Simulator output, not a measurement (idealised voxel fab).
process module | voxel double patterning
cross-section cut | 175 nm wide | cells 5 nm
A cross-section is a grid of square cells, given in bands from the top down. A band is one or more rows of cells.
Each band's line starts with the height of the band's top and of its bottom, in nm. Then come its materials from left to right, each with its width in nm. One material with "throughout" fills the band from edge to edge. "air" is empty space.
Height 0 is the level under which the wafer as received is all one material. The lowest band goes on downwards, as in "0 down".
A width such as "30 to 40" changes by the same amount from each row of cells to the next, from the band's top row to its bottom row.
"no change" after a step means that no cell of the cross-section changed.
closed voids: empty space of 8 cells or more with no open way to the top, each as width x height at its distance from the left edge, in nm
after a step's settings: what the simulator itself notes on the step
overlay nm, on a step with a mask: how far to the right of its planned place the mask lay; to the left if negative
plan
1 op RECEIVE | material Si
2 op CONFORMAL_DEP | material SiN | thk nm 10
3 op DIRECTIONAL_DEP | material SiO2 | thk nm 15
4 op DIRECTIONAL_DEP | material SiCN | thk nm 5
5 op MASKED_ETCH | tone open | mask id FIRST | width nm 15 | pitch nm 50 | etch materials SiCN | depth nm 5 | overlay nm 0
6 op DIRECTIONAL_DEP | material aC | thk nm 15
7 op PATTERN | tone open | mask id SECOND | material resist | width nm 15 | thk nm 35 | overlay nm 0
8 op DIRECTIONAL_ETCH | etch materials aC | depth nm 15
9 op STRIP | etch materials resist
10 op DIRECTIONAL_ETCH | etch materials SiCN | depth nm 5
11 op STRIP | etch materials aC
12 op DIRECTIONAL_ETCH | etch materials SiO2 | depth nm 15
13 op STRIP | etch materials SiCN
first wafer, as planned
as received, after step 1
  0 down: Si throughout
  closed voids: none
after step 2
  10 to 0: SiN throughout
  below 0: unchanged
after step 3
  25 to 10: SiO2 throughout
  below 10: unchanged
after step 4
  30 to 25: SiCN throughout
  below 25: unchanged
after step 5
  30 to 25: SiCN 55 | air 15 | SiCN 35 | air 15 | SiCN 55
  below 25: unchanged
after step 6
  45 to 40: aC 55 | air 15 | aC 35 | air 15 | aC 55
  40 to 30: aC throughout
  30 to 25: SiCN 55 | aC 15 | SiCN 35 | aC 15 | SiCN 55
  below 25: unchanged
after step 7
  80 to 45: resist 80 | air 15 | resist 80
  45 to 40: aC 55 | resist 15 | aC 35 | resist 15 | aC 55
  below 40: unchanged
after step 8
  65 to 45: resist 80 | air 15 | resist 80
  45 to 40: aC 55 | resist 15 | aC 10 | air 15 | aC 10 | resist 15 | aC 55
  40 to 30: aC 80 | air 15 | aC 80
  below 30: unchanged
after step 9
  45 to 40: aC 55 | air 15 | aC 10 | air 15 | aC 10 | air 15 | aC 55
  below 40: unchanged
after step 10
  45 to 40: aC 55 | air 15 | aC 10 | air 15 | aC 10 | air 15 | aC 55
  40 to 30: aC 80 | air 15 | aC 80
  30 to 25: SiCN 55 | aC 15 | SiCN 10 | air 15 | SiCN 10 | aC 15 | SiCN 55
  below 25: unchanged
after step 11
  30 to 25: SiCN 55 | air 15 | SiCN 10 | air 15 | SiCN 10 | air 15 | SiCN 55
  below 25: unchanged
after step 12
  30 to 25: SiCN 55 | air 15 | SiCN 10 | air 15 | SiCN 10 | air 15 | SiCN 55
  25 to 10: SiO2 55 | air 15 | SiO2 10 | air 15 | SiO2 10 | air 15 | SiO2 55
  below 10: unchanged
after step 13
  25 to 10: SiO2 55 | air 15 | SiO2 10 | air 15 | SiO2 10 | air 15 | SiO2 55
  below 10: unchanged
second wafer: like start, like plan, one mistake. Through step 6 it matches the first wafer
when step 7 should have ended
  80 to 45: resist 70 | air 15 | resist 90
  45 to 40: aC 55 | resist 15 | aC 35 | resist 15 | aC 55
  below 40: unchanged
when step 8 should have ended
  65 to 45: resist 70 | air 15 | resist 90
  45 to 40: aC 55 | resist 15 | air 15 | aC 20 | resist 15 | aC 55
  40 to 30: aC 70 | air 15 | aC 90
  below 30: unchanged
when step 9 should have ended
  45 to 40: aC 55 | air 30 | aC 20 | air 15 | aC 55
  below 40: unchanged
when step 10 should have ended
  45 to 40: aC 55 | air 30 | aC 20 | air 15 | aC 55
  40 to 30: aC 70 | air 15 | aC 90
  30 to 25: SiCN 55 | aC 15 | air 15 | SiCN 20 | aC 15 | SiCN 55
  below 25: unchanged
when step 11 should have ended
  30 to 25: SiCN 55 | air 30 | SiCN 20 | air 15 | SiCN 55
  below 25: unchanged
when step 12 should have ended
  30 to 25: SiCN 55 | air 30 | SiCN 20 | air 15 | SiCN 55
  25 to 10: SiO2 55 | air 30 | SiO2 20 | air 15 | SiO2 55
  below 10: unchanged
when step 13 should have ended
  25 to 10: SiO2 55 | air 30 | SiO2 20 | air 15 | SiO2 55
  below 10: unchanged
what went wrong: step 7 ran as: op PATTERN | tone open | mask id SECOND | material resist | width nm 15 | thk nm 35 | overlay nm -10
at the end the second wafer has, in cells: as many of each material as the first, in other places
